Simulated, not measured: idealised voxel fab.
You're looking at the process module voxel spacer lines.
280 nm wide, 5 nm square cells: that's cross-section cut.
In this document a cross-section is written as a grid of square cells. It is given as a series of bands, listed from the top down, and a band is one or more rows of cells. Band entry format. Leading values: height of top, height of bottom, nm. Remainder: materials in left-to-right order, each with its width in nm. Special words: "everywhere" on a single material, which then fills the band edge to edge; "air", empty space. Beneath 0, the wafer as received is one material, and that level is where height counting begins. The lowest band goes on downward without a bottom; it is written like "0 down". Width "30 to 40": first value at the band's top row of cells, second value at its bottom row, equal change from row to row. You'll sometimes find "no modifications" written for a step, and that's the way of saying that nowhere in the cross-section did a cell change during that step. "Voids lacking openings" enumerates empty spaces isolated from the top, with no open way to it, that contain at least 8 cells, giving each as width x height at distance from the left edge, all three in nm. On each step's line, the part that comes after the settings is the simulator's own comment on the step. Among the settings permitted on a step's line is "overlay nm"; applied to a step with a mask, it specifies the extent to which the mask lay to the right of its planned position, whereas a negative figure signifies a position to the left.

HERE'S WHAT THE PLANNED PROCESS STEPS LOOK LIKE
- 1: RECEIVE (material Si)
- 2: CONFORMAL_DEP (material Al2O3; thk nm 10)
- 3: DIRECTIONAL_DEP (material polySi; thk nm 10)
- 4: DIRECTIONAL_DEP (material aC; thk nm 30)
- 5: PATTERN (tone cover; mask id MANDREL; material resist; width nm 15; pitch nm 60; thk nm 40; overlay nm 0)
- 6: DIRECTIONAL_ETCH (etch materials aC; depth nm 30)
- 7: STRIP (etch materials resist)
- 8: CONFORMAL_DEP (material SiN; thk nm 15)
- 9: DIRECTIONAL_ETCH (etch materials SiN; depth nm 15)
- 10: STRIP (etch materials aC)
- 11: DIRECTIONAL_ETCH (etch materials polySi; depth nm 10)
- 12: STRIP (etch materials SiN)

RECEIVED-STATE CROSS-SECTION, REFLECTING COMPLETION OF STEP 1
> 0 down: Si everywhere
> Voids lacking openings: none

WHAT THE WAFER LOOKS LIKE IN CROSS-SECTION AFTER THIS MODULE, WHEN IT STARTS AS SHOWN ABOVE AND FOLLOWS THE PLAN ABOVE BUT ONE MISTAKE IS MADE IN RUNNING IT
> 20 to 10: 90 nm air  15 nm polySi  15 nm air  15 nm polySi  15 nm air  15 nm polySi  15 nm air  15 nm polySi  85 nm air
> 10 to 0: Al2O3 everywhere
> 0 down: Si everywhere
> Voids lacking openings: none
Want to know what went wrong? step 5, actual vs plan mismatch, actual run PATTERN (tone cover; mask id MANDREL; material resist; width nm 15; pitch nm 60; thk nm 40; overlay nm 5)
